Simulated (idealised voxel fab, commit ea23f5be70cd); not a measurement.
Presented below is a process module, voxel self aligned contacts.
240 nm wide, 5 nm square cells: that's cross-section cut.
Cross-section format: a grid of square cells, given as bands from top to bottom; each band is one or more rows of cells.
Top, bottom (nm), then materials left to right with widths (nm); lone material tagged "full width" fills the whole band edge to edge; "empty" = empty space.
Height 0 is the level under which the wafer as received is all one material. The lowest band goes on downwards, as in "0..down".
Quick explanation for "30..40": the width changes in equal steps down the rows of cells, from the first number in the band's top row to the second number in its bottom row.
Where a step carries "left unchanged", the cross-section came out of it unchanged, cell for cell.
Empty spaces counting at least 8 cells and having no open way to the top are listed in "Catalogued sealed voids". The notation width x height at distance is used for each, the distance being from the left edge and all three values in nm.
It should be noted that, on the line of a given step, the content following the step's settings is a remark produced by the simulator itself with respect to that step.
"overlay nm", when on a step's line for a step with a mask, measures how far to the right of its planned place the mask lay; a negative measure means to the left.
### These are the steps we planned for the process
1: RECEIVE with material Si
2: CONFORMAL_DEP with material SiO2, thk nm 5
3: DIRECTIONAL_DEP with material polySi, thk nm 25
4: DIRECTIONAL_DEP with material SiN, thk nm 20
5: DIRECTIONAL_DEP with material aC, thk nm 15
6: PATTERN with tone cover, mask id GATE, material resist, width nm 35, pitch nm 60, thk nm 30, overlay nm 0
7: DIRECTIONAL_ETCH with etch materials aC, depth nm 15
8: STRIP with etch materials resist
9: DIRECTIONAL_ETCH with etch materials SiN, depth nm 20
10: DIRECTIONAL_ETCH with etch materials polySi, depth nm 25
11: STRIP with etch materials aC
12: CONFORMAL_DEP with material SiN, thk nm 5
13: DIRECTIONAL_ETCH with etch materials SiN, depth nm 5
14: FILL_DEP with material SiO2, thk nm 15
15: CMP with height nm 55
16: PATTERN with tone open, mask id CONTACT, material resist, width nm 45, thk nm 15, overlay nm 0
17: DIRECTIONAL_ETCH with etch materials SiO2, depth nm 55
18: STRIP with etch materials resist
19: CONFORMAL_DEP with material TiN, thk nm 5
20: FILL_DEP with material W, thk nm 5
21: CMP with height nm 55
22: CONFORMAL_DEP with material SiN, thk nm 5
### First of the two wafers, run per plan
### Received-state cross-section, reflecting completion of step 1
> 0..down | Si full width
> Catalogued sealed voids: none
### Wafer xsec, post step 2
> 5..0 | SiO2 full width
> Note: structure below 0 unchanged.
### Wafer xsec, post step 3
> 30..5 | polySi full width
> Note: structure below 5 unchanged.
### Wafer xsec, post step 4
> 50..30 | SiN full width
> Note: structure below 30 unchanged.
### Wafer xsec, post step 5
> 65..50 | aC full width
> Note: structure below 50 unchanged.
### Wafer xsec, post step 6
> 95..65 | empty: 70; resist: 35; empty: 25; resist: 35; empty: 75
> Note: structure below 65 unchanged.
### Wafer xsec, post step 7
> 80..65 | empty: 70; resist: 35; empty: 25; resist: 35; empty: 75
> 65..50 | empty: 70; aC: 35; empty: 25; aC: 35; empty: 75
> Note: structure below 50 unchanged.
### Wafer xsec, post step 8
> 65..50 | empty: 70; aC: 35; empty: 25; aC: 35; empty: 75
> Note: structure below 50 unchanged.
### Wafer xsec, post step 9
> 65..50 | empty: 70; aC: 35; empty: 25; aC: 35; empty: 75
> 50..30 | empty: 70; SiN: 35; empty: 25; SiN: 35; empty: 75
> Note: structure below 30 unchanged.
### Wafer xsec, post step 10
> 65..50 | empty: 70; aC: 35; empty: 25; aC: 35; empty: 75
> 50..30 | empty: 70; SiN: 35; empty: 25; SiN: 35; empty: 75
> 30..5 | empty: 70; polySi: 35; empty: 25; polySi: 35; empty: 75
> Note: structure below 5 unchanged.
### Wafer xsec, post step 11
> 50..30 | empty: 70; SiN: 35; empty: 25; SiN: 35; empty: 75
> Note: structure below 30 unchanged.
### Wafer xsec, post step 12
> 55..30 | empty: 65; SiN: 45; empty: 15; SiN: 45; empty: 70
> 30..10 | empty: 65; SiN: 5; polySi: 35; SiN: 5; empty: 15; SiN: 5; polySi: 35; SiN: 5; empty: 70
> 10..5 | SiN: 70; polySi: 35; SiN: 25; polySi: 35; SiN: 75
> Note: structure below 5 unchanged.
### Wafer xsec, post step 13
> 50..30 | empty: 65; SiN: 45; empty: 15; SiN: 45; empty: 70
> 30..5 | empty: 65; SiN: 5; polySi: 35; SiN: 5; empty: 15; SiN: 5; polySi: 35; SiN: 5; empty: 70
> Note: structure below 5 unchanged.
### Wafer xsec, post step 14
> 65..50 | SiO2 full width
> 50..30 | SiO2: 65; SiN: 45; SiO2: 15; SiN: 45; SiO2: 70
> 30..5 | SiO2: 65; SiN: 5; polySi: 35; SiN: 5; SiO2: 15; SiN: 5; polySi: 35; SiN: 5; SiO2: 70
> Note: structure below 5 unchanged.
### Wafer xsec, post step 15
> 55..50 | SiO2 full width
> Note: structure below 50 unchanged.
### Wafer xsec, post step 16
> 70..55 | resist: 95; empty: 45; resist: 100
> Note: structure below 55 unchanged.
### Wafer xsec, post step 17
> 70..55 | resist: 95; empty: 45; resist: 100
> 55..50 | SiO2: 95; empty: 45; SiO2: 100
> 50..30 | SiO2: 65; SiN: 45; empty: 15; SiN: 45; SiO2: 70
> 30..5 | SiO2: 65; SiN: 5; polySi: 35; SiN: 5; empty: 15; SiN: 5; polySi: 35; SiN: 5; SiO2: 70
> 5..0 | SiO2: 110; empty: 15; SiO2: 115
> Note: structure below 0 unchanged.
### Wafer xsec, post step 18
> 55..50 | SiO2: 95; empty: 45; SiO2: 100
> Note: structure below 50 unchanged.
### Wafer xsec, post step 19
> 60..55 | TiN: 100; empty: 35; TiN: 105
> 55..50 | SiO2: 95; TiN: 20; empty: 5; TiN: 20; SiO2: 100
> 50..30 | SiO2: 65; SiN: 45; TiN: 5; empty: 5; TiN: 5; SiN: 45; SiO2: 70
> 30..5 | SiO2: 65; SiN: 5; polySi: 35; SiN: 5; TiN: 5; empty: 5; TiN: 5; SiN: 5; polySi: 35; SiN: 5; SiO2: 70
> 5..0 | SiO2: 110; TiN: 15; SiO2: 115
> Note: structure below 0 unchanged.
### Wafer xsec, post step 20
> 65..60 | W full width
> 60..55 | TiN: 100; W: 35; TiN: 105
> 55..50 | SiO2: 95; TiN: 20; W: 5; TiN: 20; SiO2: 100
> 50..30 | SiO2: 65; SiN: 45; TiN: 5; W: 5; TiN: 5; SiN: 45; SiO2: 70
> 30..5 | SiO2: 65; SiN: 5; polySi: 35; SiN: 5; TiN: 5; W: 5; TiN: 5; SiN: 5; polySi: 35; SiN: 5; SiO2: 70
> Note: structure below 5 unchanged.
### Wafer xsec, post step 21
> 55..50 | SiO2: 95; TiN: 20; W: 5; TiN: 20; SiO2: 100
> Note: structure below 50 unchanged.
### Wafer xsec, post step 22
> 60..55 | SiN full width
> Note: structure below 55 unchanged.
### Second Wafer (Identical Start and Plan, One Processing Error; Matches First Wafer Through Step 15)
### Cross-section: second wafer, time at which step 16 was scheduled to end
> 70..55 | resist: 95; empty: 50; resist: 95
> Note: structure below 55 unchanged.
### Cross-section: second wafer, time at which step 17 was scheduled to end
> 70..55 | resist: 95; empty: 50; resist: 95
> 55..50 | SiO2: 95; empty: 50; SiO2: 95
> 50..30 | SiO2: 65; SiN: 45; empty: 15; SiN: 45; SiO2: 70
> 30..5 | SiO2: 65; SiN: 5; polySi: 35; SiN: 5; empty: 15; SiN: 5; polySi: 35; SiN: 5; SiO2: 70
> 5..0 | SiO2: 110; empty: 15; SiO2: 115
> Note: structure below 0 unchanged.
### Cross-section: second wafer, time at which step 18 was scheduled to end
> 55..50 | SiO2: 95; empty: 50; SiO2: 95
> Note: structure below 50 unchanged.
### Cross-section: second wafer, time at which step 19 was scheduled to end
> 60..55 | TiN: 100; empty: 40; TiN: 100
> 55..50 | SiO2: 95; TiN: 20; empty: 5; TiN: 25; SiO2: 95
> 50..30 | SiO2: 65; SiN: 45; TiN: 5; empty: 5; TiN: 5; SiN: 45; SiO2: 70
> 30..5 | SiO2: 65; SiN: 5; polySi: 35; SiN: 5; TiN: 5; empty: 5; TiN: 5; SiN: 5; polySi: 35; SiN: 5; SiO2: 70
> 5..0 | SiO2: 110; TiN: 15; SiO2: 115
> Note: structure below 0 unchanged.
### Cross-section: second wafer, time at which step 20 was scheduled to end
> 65..60 | W full width
> 60..55 | TiN: 100; W: 40; TiN: 100
> 55..50 | SiO2: 95; TiN: 20; W: 5; TiN: 25; SiO2: 95
> 50..30 | SiO2: 65; SiN: 45; TiN: 5; W: 5; TiN: 5; SiN: 45; SiO2: 70
> 30..5 | SiO2: 65; SiN: 5; polySi: 35; SiN: 5; TiN: 5; W: 5; TiN: 5; SiN: 5; polySi: 35; SiN: 5; SiO2: 70
> Note: structure below 5 unchanged.
### Cross-section: second wafer, time at which step 21 was scheduled to end
> 55..50 | SiO2: 95; TiN: 20; W: 5; TiN: 25; SiO2: 95
> Note: structure below 50 unchanged.
### Cross-section: second wafer, time at which step 22 was scheduled to end
> 60..55 | SiN full width
> Note: structure below 55 unchanged.
What broke from the plan during processing? so step 16 ended up running with a different setting than we planned, it ran as PATTERN with tone open, mask id CONTACT, material resist, width nm 50, thk nm 15, overlay nm 0
Counted in cells at the end, the second wafer holds more or fewer of these materials than the first: -1 SiO2; +1 TiN
